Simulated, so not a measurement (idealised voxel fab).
The name of this process module is voxel transistor to metal.
Cross-section cut: width 285 nm, square cells of 5 nm.
In what follows, cross-sections appear as grids of square cells, described through bands that run from the top down, where every band is one or more rows of cells.
First you get the band's top height and its bottom height, in nm, and then the materials it's made of, left to right, with each width in nm. If you see a single material with "edge to edge", that one covers the band edge to edge. "blank" is empty space.
We count height from 0. Below that, the starting wafer is all one material. The lowest band never ends at the bottom but goes on down; see "0 nm and below" for how that is written.
You'd read "30..40" like this: the band's top row of cells is as wide as the first number, its bottom row is as wide as the second, and going down, every row changes width by the same amount as the row before did.
The designation "all unchanged", where it is given for a processing step, indicates that no cell of the cross-section was altered in the course of that step.
"Closed void table" means: voids of 8 cells or more that are shut off from the top with no open way through. Written width x height at distance, distance from the left edge, in nm.
Past the settings on a step's line: simulator remark, on that step.
Each step line may optionally specify "overlay nm", which for a step with a mask gives the rightward distance between the mask's planned place and where it lay, a negative value indicating the leftward direction.
**Process steps - plan**
1,RECEIVE: material Si
2,CONFORMAL_DEP: material SiO2, thk nm 5
3,CONFORMAL_DEP: material SiN, thk nm 10
4,DIRECTIONAL_DEP: material aC, thk nm 10
5,PATTERN: tone cover, mask id ACTIVE, material resist, width nm 90, pitch nm 115, thk nm 25, overlay nm 0
6,DIRECTIONAL_ETCH: etch materials aC, depth nm 10
7,STRIP: etch materials resist
8,DIRECTIONAL_ETCH: etch materials SiN, depth nm 10
9,DIRECTIONAL_ETCH: etch materials SiO2, depth nm 5
10,DIRECTIONAL_ETCH: etch materials Si, depth nm 25
11,STRIP: etch materials aC
12,FILL_DEP: material SiO2, thk nm 10
13,CMP: height nm 15
14,SELECTIVE_ETCH: etch materials SiO2, depth nm 10
15,STRIP: etch materials SiN
16,SELECTIVE_ETCH: etch materials SiO2, depth nm 5
17,OXIDIZE: depth nm 5
18,DIRECTIONAL_DEP: material polySi, thk nm 30
19,DIRECTIONAL_DEP: material SiCN, thk nm 15
20,PATTERN: tone cover, mask id GATE, material resist, width nm 20, pitch nm 115, thk nm 20, overlay nm 0
21,DIRECTIONAL_ETCH: etch materials SiCN, depth nm 25
22,DIRECTIONAL_ETCH: etch materials polySi, depth nm 40
23,STRIP: etch materials resist
24,CONFORMAL_DEP: material SiO2, thk nm 5
25,DIRECTIONAL_ETCH: etch materials SiO2, depth nm 5
26,CONFORMAL_DEP: material SiN, thk nm 5
27,DIRECTIONAL_ETCH: etch materials SiN, depth nm 5
28,DIRECTIONAL_ETCH: etch materials SiO2, depth nm 5
29,DIRECTIONAL_ETCH: etch materials Si, depth nm 10
30,EPI: material SiGe, thk nm 15
31,FILL_DEP: material SiO2, thk nm 5
32,CMP: height nm 45
33,DIRECTIONAL_DEP: material SiO2, thk nm 15
34,PATTERN: tone open, mask id CONTACT, material resist, width nm 15, thk nm 20, overlay nm 0
35,DIRECTIONAL_ETCH: etch materials SiO2, depth nm 60
36,STRIP: etch materials resist
37,CONFORMAL_DEP: material TiN, thk nm 5
38,FILL_DEP: material Ru, thk nm 10
39,CMP: height nm 60
40,CONFORMAL_DEP: material SiCN, thk nm 5
41,DIRECTIONAL_DEP: material lowk, thk nm 15
42,PATTERN: tone open, mask id METAL_1, material resist, width nm 15, thk nm 15, overlay nm 0
43,DIRECTIONAL_ETCH: etch materials lowk, depth nm 15
44,DIRECTIONAL_ETCH: etch materials SiCN, depth nm 5
45,STRIP: etch materials resist
46,CONFORMAL_DEP: material TiN, thk nm 5
47,FILL_DEP: material W, thk nm 5
48,CMP: height nm 80
49,CONFORMAL_DEP: material SiCN, thk nm 5
50,DIRECTIONAL_DEP: material lowk, thk nm 30
51,DIRECTIONAL_DEP: material aC, thk nm 15
52,PATTERN: tone open, mask id METAL_2, material resist, width nm 15, pitch nm 115, thk nm 30, overlay nm 0
53,DIRECTIONAL_ETCH: etch materials aC, depth nm 15
54,STRIP: etch materials resist
55,DIRECTIONAL_ETCH: etch materials lowk, depth nm 20
56,STRIP: etch materials aC
57,PATTERN: tone open, mask id METAL_2_HOLES, material resist, width nm 15, pitch nm 115, thk nm 20, overlay nm 0
58,DIRECTIONAL_ETCH: etch materials lowk, depth nm 10
59,DIRECTIONAL_ETCH: etch materials SiCN, depth nm 5
60,STRIP: etch materials resist
61,CONFORMAL_DEP: material TiN, thk nm 5
62,FILL_DEP: material Cu, thk nm 5
63,CMP: height nm 115
64,CONFORMAL_DEP: material SiN, thk nm 5
**Incoming wafer, cross-sectional view, post step 1**
0 nm and below | Si edge to edge
Closed void table: none
**First wafer of two, sectioned at end of module; run went per plan**
120 nm to 115 nm | SiN edge to edge
115 nm to 85 nm | 45 of lowk, then 5 of TiN, then 5 of Cu, then 5 of TiN, then 100 of lowk, then 5 of TiN, then 5 of Cu, then 5 of TiN, then 110 of lowk
85 nm to 80 nm | 45 of SiCN, then 15 of TiN, then 100 of SiCN, then 15 of TiN, then 110 of SiCN
80 nm to 65 nm | 45 of lowk, then 5 of TiN, then 5 of W, then 5 of TiN, then 50 of lowk, then 5 of TiN, then 5 of W, then 5 of TiN, then 35 of lowk, then 5 of TiN, then 5 of W, then 5 of TiN, then 50 of lowk, then 5 of TiN, then 5 of W, then 5 of TiN, then 45 of lowk
65 nm to 60 nm | 45 of SiCN, then 15 of TiN, then 50 of SiCN, then 15 of TiN, then 35 of SiCN, then 15 of TiN, then 50 of SiCN, then 15 of TiN, then 45 of SiCN
60 nm to 45 nm | 45 of SiO2, then 5 of TiN, then 5 of Ru, then 5 of TiN, then 50 of SiO2, then 5 of TiN, then 5 of Ru, then 5 of TiN, then 35 of SiO2, then 5 of TiN, then 5 of Ru, then 5 of TiN, then 50 of SiO2, then 5 of TiN, then 5 of Ru, then 5 of TiN, then 45 of SiO2
45 nm to 30 nm | 45 of SiO2, then 5 of TiN, then 5 of Ru, then 5 of TiN, then 5 of SiO2, then 5 of SiN, then 5 of SiO2, then 20 of SiCN, then 5 of SiO2, then 5 of SiN, then 5 of SiO2, then 5 of TiN, then 5 of Ru, then 5 of TiN, then 35 of SiO2, then 5 of TiN, then 5 of Ru, then 5 of TiN, then 5 of SiO2, then 5 of SiN, then 5 of SiO2, then 20 of SiCN, then 5 of SiO2, then 5 of SiN, then 5 of SiO2, then 5 of TiN, then 5 of Ru, then 5 of TiN, then 45 of SiO2
30 nm to 15 nm | 45 of SiO2, then 5 of TiN, then 5 of Ru, then 5 of TiN, then 5 of SiO2, then 5 of SiN, then 5 of SiO2, then 20 of polySi, then 5 of SiO2, then 5 of SiN, then 5 of SiO2, then 5 of TiN, then 5 of Ru, then 5 of TiN, then 35 of SiO2, then 5 of TiN, then 5 of Ru, then 5 of TiN, then 5 of SiO2, then 5 of SiN, then 5 of SiO2, then 20 of polySi, then 5 of SiO2, then 5 of SiN, then 5 of SiO2, then 5 of TiN, then 5 of Ru, then 5 of TiN, then 45 of SiO2
15 nm to 10 nm | 45 of SiO2, then 15 of TiN, then 5 of SiO2, then 5 of SiN, then 5 of SiO2, then 20 of polySi, then 5 of SiO2, then 5 of SiN, then 5 of SiO2, then 15 of TiN, then 35 of SiO2, then 15 of TiN, then 5 of SiO2, then 5 of SiN, then 5 of SiO2, then 20 of polySi, then 5 of SiO2, then 5 of SiN, then 5 of SiO2, then 15 of TiN, then 45 of SiO2
10 nm to 0 nm | 45 of SiO2, then 5 of TiN, then 15 of SiGe, then 5 of SiN, then 5 of SiO2, then 20 of polySi, then 5 of SiO2, then 5 of SiN, then 15 of SiGe, then 5 of TiN, then 35 of SiO2, then 5 of TiN, then 15 of SiGe, then 5 of SiN, then 5 of SiO2, then 20 of polySi, then 5 of SiO2, then 5 of SiN, then 15 of SiGe, then 5 of TiN, then 45 of SiO2
0 nm to -5 nm | 35 of SiO2, then 30 of SiGe, then 40 of SiO2, then 30 of SiGe, then 15 of SiO2, then 30 of SiGe, then 40 of SiO2, then 30 of SiGe, then 35 of SiO2
-5 nm to -15 nm | 40 of SiO2, then 25 of SiGe, then 40 of Si, then 25 of SiGe, then 25 of SiO2, then 25 of SiGe, then 40 of Si, then 25 of SiGe, then 40 of SiO2
-15 nm to -25 nm | 40 of SiO2, then 90 of Si, then 25 of SiO2, then 90 of Si, then 40 of SiO2
-25 nm and below | Si edge to edge
Closed void table: none
**What the second wafer looks like in cross-section once the module is done. Its start and its plan matched the first wafer's exactly; what differed was one mistake in how it was run**
120 nm to 115 nm | SiN edge to edge
115 nm to 85 nm | 45 of lowk, then 5 of TiN, then 5 of Cu, then 5 of TiN, then 100 of lowk, then 5 of TiN, then 5 of Cu, then 5 of TiN, then 110 of lowk
85 nm to 80 nm | 45 of SiCN, then 15 of TiN, then 100 of SiCN, then 15 of TiN, then 110 of SiCN
80 nm to 65 nm | 45 of lowk, then 5 of TiN, then 5 of W, then 5 of TiN, then 50 of lowk, then 5 of TiN, then 5 of W, then 5 of TiN, then 35 of lowk, then 5 of TiN, then 5 of W, then 5 of TiN, then 50 of lowk, then 5 of TiN, then 5 of W, then 5 of TiN, then 45 of lowk
65 nm to 60 nm | 45 of SiCN, then 15 of TiN, then 50 of SiCN, then 15 of TiN, then 35 of SiCN, then 15 of TiN, then 50 of SiCN, then 15 of TiN, then 45 of SiCN
60 nm to 45 nm | 45 of SiO2, then 5 of TiN, then 5 of Ru, then 5 of TiN, then 50 of SiO2, then 5 of TiN, then 5 of Ru, then 5 of TiN, then 35 of SiO2, then 5 of TiN, then 5 of Ru, then 5 of TiN, then 50 of SiO2, then 5 of TiN, then 5 of Ru, then 5 of TiN, then 45 of SiO2
45 nm to 35 nm | 45 of SiO2, then 5 of TiN, then 5 of Ru, then 5 of TiN, then 10 of SiO2, then 5 of SiN, then 20 of SiCN, then 5 of SiN, then 10 of SiO2, then 5 of TiN, then 5 of Ru, then 5 of TiN, then 35 of SiO2, then 5 of TiN, then 5 of Ru, then 5 of TiN, then 10 of SiO2, then 5 of SiN, then 20 of SiCN, then 5 of SiN, then 10 of SiO2, then 5 of TiN, then 5 of Ru, then 5 of TiN, then 45 of SiO2
35 nm to 30 nm | 45 of SiO2, then 5 of TiN, then 5 of Ru, then 5 of TiN, then 5 of SiO2, then 5 of SiN, then 5 of SiO2, then 20 of SiCN, then 5 of SiO2, then 5 of SiN, then 5 of SiO2, then 5 of TiN, then 5 of Ru, then 5 of TiN, then 35 of SiO2, then 5 of TiN, then 5 of Ru, then 5 of TiN, then 5 of SiO2, then 5 of SiN, then 5 of SiO2, then 20 of SiCN, then 5 of SiO2, then 5 of SiN, then 5 of SiO2, then 5 of TiN, then 5 of Ru, then 5 of TiN, then 45 of SiO2
30 nm to 15 nm | 45 of SiO2, then 5 of TiN, then 5 of Ru, then 5 of TiN, then 5 of SiO2, then 5 of SiN, then 5 of SiO2, then 20 of polySi, then 5 of SiO2, then 5 of SiN, then 5 of SiO2, then 5 of TiN, then 5 of Ru, then 5 of TiN, then 35 of SiO2, then 5 of TiN, then 5 of Ru, then 5 of TiN, then 5 of SiO2, then 5 of SiN, then 5 of SiO2, then 20 of polySi, then 5 of SiO2, then 5 of SiN, then 5 of SiO2, then 5 of TiN, then 5 of Ru, then 5 of TiN, then 45 of SiO2
15 nm to 10 nm | 45 of SiO2, then 15 of TiN, then 5 of SiO2, then 5 of SiN, then 5 of SiO2, then 20 of polySi, then 5 of SiO2, then 5 of SiN, then 5 of SiO2, then 15 of TiN, then 35 of SiO2, then 15 of TiN, then 5 of SiO2, then 5 of SiN, then 5 of SiO2, then 20 of polySi, then 5 of SiO2, then 5 of SiN, then 5 of SiO2, then 15 of TiN, then 45 of SiO2
10 nm to 0 nm | 45 of SiO2, then 5 of TiN, then 15 of SiGe, then 5 of SiN, then 5 of SiO2, then 20 of polySi, then 5 of SiO2, then 5 of SiN, then 15 of SiGe, then 5 of TiN, then 35 of SiO2, then 5 of TiN, then 15 of SiGe, then 5 of SiN, then 5 of SiO2, then 20 of polySi, then 5 of SiO2, then 5 of SiN, then 15 of SiGe, then 5 of TiN, then 45 of SiO2
0 nm to -5 nm | 35 of SiO2, then 30 of SiGe, then 5 of SiN, then 30 of SiO2, then 5 of SiN, then 30 of SiGe, then 15 of SiO2, then 30 of SiGe, then 5 of SiN, then 30 of SiO2, then 5 of SiN, then 30 of SiGe, then 35 of SiO2
-5 nm to -10 nm | 35 of SiO2, then 5 of SiN, then 25 of SiGe, then 40 of Si, then 25 of SiGe, then 5 of SiN, then 15 of SiO2, then 5 of SiN, then 25 of SiGe, then 40 of Si, then 25 of SiGe, then 5 of SiN, then 35 of SiO2
-10 nm to -15 nm | 40 of SiO2, then 25 of SiGe, then 40 of Si, then 25 of SiGe, then 25 of SiO2, then 25 of SiGe, then 40 of Si, then 25 of SiGe, then 40 of SiO2
-15 nm to -25 nm | 40 of SiO2, then 90 of Si, then 25 of SiO2, then 90 of Si, then 40 of SiO2
-25 nm and below | Si edge to edge
Closed void table: none
Which mistake was made when the wafer was run? step 25 did not happen as planned, as run it was DIRECTIONAL_ETCH: etch materials SiO2, depth nm 15
FYI, end of process, the second wafer has more or fewer cells of some materials than the first: 8 more of SiN; 8 fewer of SiO2
